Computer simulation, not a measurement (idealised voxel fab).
Title: Process Module voxel fin reveal
We display cut, a cross-section 270 nm in width whose square cells are each 5 nm.
For the purposes of this document, a cross-section shall be understood as a grid of square cells, specified as bands listed in top-to-bottom order, each band consisting of one or more rows of cells. Read a band's entry like this: the first values are the height of its top and the height of its bottom in nm, and what follows is the sequence of materials from left to right, each with its width in nm. Note that "air" is empty space, and that a single material marked "full width" reaches across the band from edge to edge. Beneath 0, the wafer as received is one material, and that level is where height counting begins. The lowest band goes on downward without a bottom; it is written like "top 0, no bottom". A width given as "30 to 40" starts at the first number in the band's top row and ends at the second number in its bottom row, shifting by an equal amount at every step from row to row. Basically "remained the same" means that step didn't change any cell in the cross-section. "Enclosed empty spaces" specifies each empty space that is not open to the top and that occupies no fewer than 8 cells, using the form width x height at distance, the distance measured from the left edge and all three quantities in nm. Post-settings text on a step line: simulator's own remark regarding the step. A step line may carry the setting "overlay nm", which, for steps involving a mask, states the distance by which the mask lay to the right of its intended position; negative values denote displacement to the left.
Intended process steps
1,op RECEIVE | material Si
2,op CONFORMAL_DEP | material SiN | thk nm 5
3,op PATTERN | tone cover | mask id FINS | material resist | width nm 15 | pitch nm 35 | thk nm 20 | overlay nm -15
4,op DIRECTIONAL_ETCH | etch materials SiN | depth nm 5
5,op DIRECTIONAL_ETCH | etch materials Si | depth nm 35
6,op STRIP | etch materials resist
7,op OXIDIZE | depth nm 5
8,op FILL_DEP | material SiO2 | thk nm 15
9,op CMP | height nm 5
10,op SELECTIVE_ETCH | etch materials SiO2 | depth nm 20
11,op STRIP | etch materials SiN
12,op CONFORMAL_DEP | material SiO2 | thk nm 5
The overlay nm used in step 3 is not the same on every wafer, whereas the starting condition is; the value printed in the plan is the first wafer's.
Received wafers, first of several: cross-section after step 1
- top 0, no bottom  Si full width
- Enclosed empty spaces: none
Below is a per-wafer table. In it, each row describes the wafer at the end of the module by giving, for each material, the number of cells gained (+) or lost (-) since the wafer was received, and after that the closed voids of the wafer
overlay nm -15; -400 Si; +328 SiO2; Enclosed empty spaces: none
overlay nm -10; -400 Si; +328 SiO2; Enclosed empty spaces: none
overlay nm -5; -400 Si; +328 SiO2; Enclosed empty spaces: none
overlay nm 0; -400 Si; +328 SiO2; Enclosed empty spaces: none
overlay nm 5; -400 Si; +328 SiO2; Enclosed empty spaces: none
overlay nm 10; -400 Si; +328 SiO2; Enclosed empty spaces: none
overlay nm 15; -400 Si; +328 SiO2; Enclosed empty spaces: none
